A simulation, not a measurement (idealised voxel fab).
process module | voxel ribs on slabs
cross-section cut | 145 nm wide | cells 5 nm
A cross-section is a grid of square cells, given in bands from the top down. A band is one or more rows of cells.
Each band's line starts with the height of the band's top and of its bottom, in nm. Then come its materials from left to right, each with its width in nm. One material with "throughout" fills the band from edge to edge. "air" is empty space.
Height 0 is the level under which the wafer as received is all one material. The lowest band goes on downwards, as in "0 down".
A width such as "30 to 40" changes by the same amount from each row of cells to the next, from the band's top row to its bottom row.
"no change" after a step means that no cell of the cross-section changed.
closed voids: empty space of 8 cells or more with no open way to the top, each as width x height at its distance from the left edge, in nm
after a step's settings: what the simulator itself notes on the step
overlay nm, on a step with a mask: how far to the right of its planned place the mask lay; to the left if negative
Each pair below shows a cross-section before one step and the cross-section after it, down to the lowest band that changed. The line under each pair gives the step between them, with its settings. The pairs can come from different runs of this module on the same starting wafer, so a pair continues from the pair above only where its "before" says so.
before
  0 down: Si throughout
  closed voids: none
after
  25 to 0: SiO2 throughout
  below 0: unchanged
  closed voids: none
the step between: op DIRECTIONAL_DEP | material SiO2 | thk nm 25
before: the cross-section after the pair above
after
  50 to 25: polySi throughout
  below 25: unchanged
  closed voids: none
the step between: op DIRECTIONAL_DEP | material polySi | thk nm 25
before: the cross-section after the pair above
after
  50 to 40: air 60 | polySi 20 | air 65
  below 40: unchanged
  closed voids: none
the step between: op MASKED_ETCH | tone cover | mask id RIB | width nm 20 | etch materials polySi | depth nm 10 | overlay nm 0
before: the cross-section after the pair above
after
  50 to 40: air 60 | polySi 20 | air 65
  40 to 25: air 35 | polySi 70 | air 40
  below 25: unchanged
  closed voids: none
the step between: op MASKED_ETCH | tone cover | mask id SLAB | width nm 70 | etch materials polySi | depth nm 15 | overlay nm 0
before: the cross-section after the pair above
after
  70 to 50: SiO2 throughout
  50 to 40: SiO2 60 | polySi 20 | SiO2 65
  40 to 25: SiO2 35 | polySi 70 | SiO2 40
  below 25: unchanged
  closed voids: none
the step between: op FILL_DEP | material SiO2 | thk nm 20
before: the cross-section after the pair above
after
  65 to 50: SiO2 throughout
  below 50: unchanged
  closed voids: none
the step between: op CMP | height nm 65
before: the cross-section after the pair above
after
  75 to 65: W throughout
  below 65: unchanged
  closed voids: none
the step between: op DIRECTIONAL_DEP | material W | thk nm 10
before: the cross-section after the pair above
after
  90 to 75: aC throughout
  below 75: unchanged
  closed voids: none
the step between: op DIRECTIONAL_DEP | material aC | thk nm 15
before: the cross-section after the pair above
after
  120 to 90: air 55 | resist 30 | air 60
  below 90: unchanged
  closed voids: none
the step between: op PATTERN | tone cover | mask id HEATER | material resist | width nm 30 | thk nm 30 | overlay nm 0
before: the cross-section after the pair above
after
  105 to 90: air 55 | resist 30 | air 60
  90 to 75: air 55 | aC 30 | air 60
  below 75: unchanged
  closed voids: none
the step between: op DIRECTIONAL_ETCH | etch materials aC | depth nm 15
before: the cross-section after the pair above
after
  90 to 75: air 55 | aC 30 | air 60
  below 75: unchanged
  closed voids: none
the step between: op STRIP | etch materials resist
before: the cross-section after the pair above
after
  90 to 75: air 55 | aC 30 | air 60
  75 to 65: air 55 | W 30 | air 60
  below 65: unchanged
  closed voids: none
the step between: op DIRECTIONAL_ETCH | etch materials W | depth nm 10
before: the cross-section after the pair above
after
  75 to 65: air 55 | W 30 | air 60
  below 65: unchanged
  closed voids: none
the step between: op STRIP | etch materials aC
before: the cross-section after the pair above
after
  85 to 75: air 45 | SiN 50 | air 50
  75 to 65: SiN 55 | W 30 | SiN 60
  below 65: unchanged
  closed voids: none
the step between: op CONFORMAL_DEP | material SiN | thk nm 10
before
  25 to 0: SiO2 throughout
  0 down: Si throughout
  closed voids: none
after
  50 to 0: SiO2 throughout
  below 0: unchanged
  closed voids: none
the step between: op DIRECTIONAL_DEP | material SiO2 | thk nm 25
before: the cross-section after the pair above
after
  75 to 50: polySi throughout
  below 50: unchanged
  closed voids: none
the step between: op DIRECTIONAL_DEP | material polySi | thk nm 25
before: the cross-section after the pair above
after
  75 to 65: air 60 | polySi 20 | air 65
  below 65: unchanged
  closed voids: none
the step between: op MASKED_ETCH | tone cover | mask id RIB | width nm 20 | etch materials polySi | depth nm 10 | overlay nm 0
before: the cross-section after the pair above
after
  75 to 65: air 60 | polySi 20 | air 65
  65 to 50: air 35 | polySi 70 | air 40
  below 50: unchanged
  closed voids: none
the step between: op MASKED_ETCH | tone cover | mask id SLAB | width nm 70 | etch materials polySi | depth nm 15 | overlay nm 0
before: the cross-section after the pair above
after
  95 to 75: SiO2 throughout
  75 to 65: SiO2 60 | polySi 20 | SiO2 65
  65 to 50: SiO2 35 | polySi 70 | SiO2 40
  below 50: unchanged
  closed voids: none
the step between: op FILL_DEP | material SiO2 | thk nm 20
before: the cross-section after the pair above
after
  65 to 50: SiO2 35 | polySi 70 | SiO2 40
  below 50: unchanged
  closed voids: none
the step between: op CMP | height nm 65
before: the cross-section after the pair above
after
  75 to 65: W throughout
  below 65: unchanged
  closed voids: none
the step between: op DIRECTIONAL_DEP | material W | thk nm 10
before: the cross-section after the pair above
after
  90 to 75: aC throughout
  below 75: unchanged
  closed voids: none
the step between: op DIRECTIONAL_DEP | material aC | thk nm 15
before: the cross-section after the pair above
after
  120 to 90: air 55 | resist 30 | air 60
  below 90: unchanged
  closed voids: none
the step between: op PATTERN | tone cover | mask id HEATER | material resist | width nm 30 | thk nm 30 | overlay nm 0
before: the cross-section after the pair above
after
  105 to 90: air 55 | resist 30 | air 60
  90 to 75: air 55 | aC 30 | air 60
  below 75: unchanged
  closed voids: none
the step between: op DIRECTIONAL_ETCH | etch materials aC | depth nm 15
before: the cross-section after the pair above
after
  90 to 75: air 55 | aC 30 | air 60
  below 75: unchanged
  closed voids: none
the step between: op STRIP | etch materials resist
before: the cross-section after the pair above
after
  90 to 75: air 55 | aC 30 | air 60
  75 to 65: air 55 | W 30 | air 60
  below 65: unchanged
  closed voids: none
the step between: op DIRECTIONAL_ETCH | etch materials W | depth nm 10
before: the cross-section after the pair above
after
  75 to 65: air 55 | W 30 | air 60
  below 65: unchanged
  closed voids: none
the step between: op STRIP | etch materials aC
before: the cross-section after the pair above
after
  85 to 75: air 45 | SiN 50 | air 50
  75 to 65: SiN 55 | W 30 | SiN 60
  below 65: unchanged
  closed voids: none
the step between: op CONFORMAL_DEP | material SiN | thk nm 10
before
  0 down: Si throughout
  closed voids: none
after
  25 to 0: polySi throughout
  below 0: unchanged
  closed voids: none
the step between: op DIRECTIONAL_DEP | material polySi | thk nm 25
before: the cross-section after the pair above
after
  50 to 25: SiO2 throughout
  below 25: unchanged
  closed voids: none
the step between: op DIRECTIONAL_DEP | material SiO2 | thk nm 25
before: the cross-section after the pair above
after
  70 to 25: SiO2 throughout
  below 25: unchanged
  closed voids: none
the step between: op FILL_DEP | material SiO2 | thk nm 20
before: the cross-section after the pair above
after
  65 to 25: SiO2 throughout
  below 25: unchanged
  closed voids: none
the step between: op CMP | height nm 65
before: the cross-section after the pair above
after
  75 to 65: W throughout
  below 65: unchanged
  closed voids: none
the step between: op DIRECTIONAL_DEP | material W | thk nm 10
before: the cross-section after the pair above
after
  90 to 75: aC throughout
  below 75: unchanged
  closed voids: none
the step between: op DIRECTIONAL_DEP | material aC | thk nm 15
before: the cross-section after the pair above
after
  120 to 90: air 55 | resist 30 | air 60
  below 90: unchanged
  closed voids: none
the step between: op PATTERN | tone cover | mask id HEATER | material resist | width nm 30 | thk nm 30 | overlay nm 0
before: the cross-section after the pair above
after
  105 to 90: air 55 | resist 30 | air 60
  90 to 75: air 55 | aC 30 | air 60
  below 75: unchanged
  closed voids: none
the step between: op DIRECTIONAL_ETCH | etch materials aC | depth nm 15
before: the cross-section after the pair above
after
  90 to 75: air 55 | aC 30 | air 60
  below 75: unchanged
  closed voids: none
the step between: op STRIP | etch materials resist
before: the cross-section after the pair above
after
  90 to 75: air 55 | aC 30 | air 60
  75 to 65: air 55 | W 30 | air 60
  below 65: unchanged
  closed voids: none
the step between: op DIRECTIONAL_ETCH | etch materials W | depth nm 10
before: the cross-section after the pair above
after
  75 to 65: air 55 | W 30 | air 60
  below 65: unchanged
  closed voids: none
the step between: op STRIP | etch materials aC
before: the cross-section after the pair above
after
  85 to 75: air 45 | SiN 50 | air 50
  75 to 65: SiN 55 | W 30 | SiN 60
  below 65: unchanged
  closed voids: none
the step between: op CONFORMAL_DEP | material SiN | thk nm 10
before
  50 to 40: air 60 | polySi 20 | air 65
  40 to 25: polySi throughout
  25 to 0: SiO2 throughout
  0 down: Si throughout
  closed voids: none
after
  50 to 40: air 60 | polySi 20 | air 65
  40 to 30: air 35 | polySi 70 | air 40
  below 30: unchanged
  closed voids: none
the step between: op MASKED_ETCH | tone cover | mask id SLAB | width nm 70 | etch materials polySi | depth nm 10 | overlay nm 0
before: the cross-section after the pair above
after
  70 to 50: SiO2 throughout
  50 to 40: SiO2 60 | polySi 20 | SiO2 65
  40 to 30: SiO2 35 | polySi 70 | SiO2 40
  below 30: unchanged
  closed voids: none
the step between: op FILL_DEP | material SiO2 | thk nm 20
before: the cross-section after the pair above
after
  65 to 50: SiO2 throughout
  below 50: unchanged
  closed voids: none
the step between: op CMP | height nm 65
before: the cross-section after the pair above
after
  75 to 65: W throughout
  below 65: unchanged
  closed voids: none
the step between: op DIRECTIONAL_DEP | material W | thk nm 10
before: the cross-section after the pair above
after
  90 to 75: aC throughout
  below 75: unchanged
  closed voids: none
the step between: op DIRECTIONAL_DEP | material aC | thk nm 15
before: the cross-section after the pair above
after
  120 to 90: air 55 | resist 30 | air 60
  below 90: unchanged
  closed voids: none
the step between: op PATTERN | tone cover | mask id HEATER | material resist | width nm 30 | thk nm 30 | overlay nm 0
before: the cross-section after the pair above
after
  105 to 90: air 55 | resist 30 | air 60
  90 to 75: air 55 | aC 30 | air 60
  below 75: unchanged
  closed voids: none
the step between: op DIRECTIONAL_ETCH | etch materials aC | depth nm 15
before: the cross-section after the pair above
after
  90 to 75: air 55 | aC 30 | air 60
  below 75: unchanged
  closed voids: none
the step between: op STRIP | etch materials resist
before: the cross-section after the pair above
after
  90 to 75: air 55 | aC 30 | air 60
  75 to 65: air 55 | W 30 | air 60
  below 65: unchanged
  closed voids: none
the step between: op DIRECTIONAL_ETCH | etch materials W | depth nm 10
before: the cross-section after the pair above
after
  75 to 65: air 55 | W 30 | air 60
  below 65: unchanged
  closed voids: none
the step between: op STRIP | etch materials aC
before: the cross-section after the pair above
after
  85 to 75: air 45 | SiN 50 | air 50
  75 to 65: SiN 55 | W 30 | SiN 60
  below 65: unchanged
  closed voids: none
the step between: op CONFORMAL_DEP | material SiN | thk nm 10
before
  50 to 40: air 60 | polySi 20 | air 65
  40 to 25: polySi throughout
  25 to 0: SiO2 throughout
  0 down: Si throughout
  closed voids: none
after
  50 to 40: air 60 | polySi 20 | air 65
  40 to 25: air 35 | polySi 75 | air 35
  below 25: unchanged
  closed voids: none
the step between: op MASKED_ETCH | tone cover | mask id SLAB | width nm 75 | etch materials polySi | depth nm 15 | overlay nm 0
before: the cross-section after the pair above
after
  70 to 50: SiO2 throughout
  50 to 40: SiO2 60 | polySi 20 | SiO2 65
  40 to 25: SiO2 35 | polySi 75 | SiO2 35
  below 25: unchanged
  closed voids: none
the step between: op FILL_DEP | material SiO2 | thk nm 20
before: the cross-section after the pair above
after
  65 to 50: SiO2 throughout
  below 50: unchanged
  closed voids: none
the step between: op CMP | height nm 65
before: the cross-section after the pair above
after
  75 to 65: W throughout
  below 65: unchanged
  closed voids: none
the step between: op DIRECTIONAL_DEP | material W | thk nm 10
before: the cross-section after the pair above
after
  90 to 75: aC throughout
  below 75: unchanged
  closed voids: none
the step between: op DIRECTIONAL_DEP | material aC | thk nm 15
before: the cross-section after the pair above
after
  120 to 90: air 55 | resist 30 | air 60
  below 90: unchanged
  closed voids: none
the step between: op PATTERN | tone cover | mask id HEATER | material resist | width nm 30 | thk nm 30 | overlay nm 0
before: the cross-section after the pair above
after
  105 to 90: air 55 | resist 30 | air 60
  90 to 75: air 55 | aC 30 | air 60
  below 75: unchanged
  closed voids: none
the step between: op DIRECTIONAL_ETCH | etch materials aC | depth nm 15
before: the cross-section after the pair above
after
  90 to 75: air 55 | aC 30 | air 60
  below 75: unchanged
  closed voids: none
the step between: op STRIP | etch materials resist
before: the cross-section after the pair above
after
  90 to 75: air 55 | aC 30 | air 60
  75 to 65: air 55 | W 30 | air 60
  below 65: unchanged
  closed voids: none
the step between: op DIRECTIONAL_ETCH | etch materials W | depth nm 10
before: the cross-section after the pair above
after
  75 to 65: air 55 | W 30 | air 60
  below 65: unchanged
  closed voids: none
the step between: op STRIP | etch materials aC
before: the cross-section after the pair above
after
  85 to 75: air 45 | SiN 50 | air 50
  75 to 65: SiN 55 | W 30 | SiN 60
  below 65: unchanged
  closed voids: none
the step between: op CONFORMAL_DEP | material SiN | thk nm 10
before
  50 to 40: air 60 | polySi 20 | air 65
  40 to 25: polySi throughout
  25 to 0: SiO2 throughout
  0 down: Si throughout
  closed voids: none
after
  50 to 40: air 60 | polySi 20 | air 65
  40 to 25: air 40 | polySi 70 | air 35
  below 25: unchanged
  closed voids: none
the step between: op MASKED_ETCH | tone cover | mask id SLAB | width nm 70 | etch materials polySi | depth nm 15 | overlay nm 5
before: the cross-section after the pair above
after
  70 to 50: SiO2 throughout
  50 to 40: SiO2 60 | polySi 20 | SiO2 65
  40 to 25: SiO2 40 | polySi 70 | SiO2 35
  below 25: unchanged
  closed voids: none
the step between: op FILL_DEP | material SiO2 | thk nm 20
before: the cross-section after the pair above
after
  65 to 50: SiO2 throughout
  below 50: unchanged
  closed voids: none
the step between: op CMP | height nm 65
before: the cross-section after the pair above
after
  75 to 65: W throughout
  below 65: unchanged
  closed voids: none
the step between: op DIRECTIONAL_DEP | material W | thk nm 10
before: the cross-section after the pair above
after
  90 to 75: aC throughout
  below 75: unchanged
  closed voids: none
the step between: op DIRECTIONAL_DEP | material aC | thk nm 15
before: the cross-section after the pair above
after
  120 to 90: air 55 | resist 30 | air 60
  below 90: unchanged
  closed voids: none
the step between: op PATTERN | tone cover | mask id HEATER | material resist | width nm 30 | thk nm 30 | overlay nm 0
before: the cross-section after the pair above
after
  105 to 90: air 55 | resist 30 | air 60
  90 to 75: air 55 | aC 30 | air 60
  below 75: unchanged
  closed voids: none
the step between: op DIRECTIONAL_ETCH | etch materials aC | depth nm 15
before: the cross-section after the pair above
after
  90 to 75: air 55 | aC 30 | air 60
  below 75: unchanged
  closed voids: none
the step between: op STRIP | etch materials resist
before: the cross-section after the pair above
after
  90 to 75: air 55 | aC 30 | air 60
  75 to 65: air 55 | W 30 | air 60
  below 65: unchanged
  closed voids: none
the step between: op DIRECTIONAL_ETCH | etch materials W | depth nm 10
before: the cross-section after the pair above
after
  75 to 65: air 55 | W 30 | air 60
  below 65: unchanged
  closed voids: none
the step between: op STRIP | etch materials aC
before: the cross-section after the pair above
after
  85 to 75: air 45 | SiN 50 | air 50
  75 to 65: SiN 55 | W 30 | SiN 60
  below 65: unchanged
  closed voids: none
the step between: op CONFORMAL_DEP | material SiN | thk nm 10
before
  50 to 0: SiO2 throughout
  0 down: Si throughout
  closed voids: none
after
  70 to 0: SiO2 throughout
  below 0: unchanged
  closed voids: none
the step between: op FILL_DEP | material SiO2 | thk nm 20
before: the cross-section after the pair above
after
  65 to 0: SiO2 throughout
  below 0: unchanged
  closed voids: none
the step between: op CMP | height nm 65
before: the cross-section after the pair above
after
  75 to 65: W throughout
  below 65: unchanged
  closed voids: none
the step between: op DIRECTIONAL_DEP | material W | thk nm 10
before: the cross-section after the pair above
after
  90 to 75: aC throughout
  below 75: unchanged
  closed voids: none
the step between: op DIRECTIONAL_DEP | material aC | thk nm 15
before: the cross-section after the pair above
after
  120 to 90: air 55 | resist 30 | air 60
  below 90: unchanged
  closed voids: none
the step between: op PATTERN | tone cover | mask id HEATER | material resist | width nm 30 | thk nm 30 | overlay nm 0
before: the cross-section after the pair above
after
  105 to 90: air 55 | resist 30 | air 60
  90 to 75: air 55 | aC 30 | air 60
  below 75: unchanged
  closed voids: none
the step between: op DIRECTIONAL_ETCH | etch materials aC | depth nm 15
before: the cross-section after the pair above
after
  90 to 75: air 55 | aC 30 | air 60
  below 75: unchanged
  closed voids: none
the step between: op STRIP | etch materials resist
before: the cross-section after the pair above
after
  90 to 75: air 55 | aC 30 | air 60
  75 to 65: air 55 | W 30 | air 60
  below 65: unchanged
  closed voids: none
the step between: op DIRECTIONAL_ETCH | etch materials W | depth nm 10
before: the cross-section after the pair above
after
  75 to 65: air 55 | W 30 | air 60
  below 65: unchanged
  closed voids: none
the step between: op STRIP | etch materials aC
before: the cross-section after the pair above
after
  85 to 75: air 45 | SiN 50 | air 50
  75 to 65: SiN 55 | W 30 | SiN 60
  below 65: unchanged
  closed voids: none
the step between: op CONFORMAL_DEP | material SiN | thk nm 10
before
  50 to 25: polySi throughout
  25 to 0: SiO2 throughout
  0 down: Si throughout
  closed voids: none
after
  50 to 40: polySi 60 | air 20 | polySi 65
  below 40: unchanged
  closed voids: none
the step between: op MASKED_ETCH | tone open | mask id RIB | width nm 20 | etch materials polySi | depth nm 10 | overlay nm 0
before: the cross-section after the pair above
after
  50 to 40: air 35 | polySi 25 | air 20 | polySi 25 | air 40
  40 to 35: air 35 | polySi 70 | air 40
  below 35: unchanged
  closed voids: none
the step between: op MASKED_ETCH | tone cover | mask id SLAB | width nm 70 | etch materials polySi | depth nm 15 | overlay nm 0
before: the cross-section after the pair above
after
  70 to 50: SiO2 throughout
  50 to 40: SiO2 35 | polySi 25 | SiO2 20 | polySi 25 | SiO2 40
  40 to 35: SiO2 35 | polySi 70 | SiO2 40
  below 35: unchanged
  closed voids: none
the step between: op FILL_DEP | material SiO2 | thk nm 20
before: the cross-section after the pair above
after
  65 to 50: SiO2 throughout
  below 50: unchanged
  closed voids: none
the step between: op CMP | height nm 65
before: the cross-section after the pair above
after
  75 to 65: W throughout
  below 65: unchanged
  closed voids: none
the step between: op DIRECTIONAL_DEP | material W | thk nm 10
before: the cross-section after the pair above
after
  90 to 75: aC throughout
  below 75: unchanged
  closed voids: none
the step between: op DIRECTIONAL_DEP | material aC | thk nm 15
before: the cross-section after the pair above
after
  120 to 90: air 55 | resist 30 | air 60
  below 90: unchanged
  closed voids: none
the step between: op PATTERN | tone cover | mask id HEATER | material resist | width nm 30 | thk nm 30 | overlay nm 0
before: the cross-section after the pair above
after
  105 to 90: air 55 | resist 30 | air 60
  90 to 75: air 55 | aC 30 | air 60
  below 75: unchanged
  closed voids: none
the step between: op DIRECTIONAL_ETCH | etch materials aC | depth nm 15
before: the cross-section after the pair above
after
  90 to 75: air 55 | aC 30 | air 60
  below 75: unchanged
  closed voids: none
the step between: op STRIP | etch materials resist
before: the cross-section after the pair above
after
  90 to 75: air 55 | aC 30 | air 60
  75 to 65: air 55 | W 30 | air 60
  below 65: unchanged
  closed voids: none
the step between: op DIRECTIONAL_ETCH | etch materials W | depth nm 10
before: the cross-section after the pair above
after
  75 to 65: air 55 | W 30 | air 60
  below 65: unchanged
  closed voids: none
the step between: op STRIP | etch materials aC
before: the cross-section after the pair above
after
  85 to 75: air 45 | SiN 50 | air 50
  75 to 65: SiN 55 | W 30 | SiN 60
  below 65: unchanged
  closed voids: none
the step between: op CONFORMAL_DEP | material SiN | thk nm 10
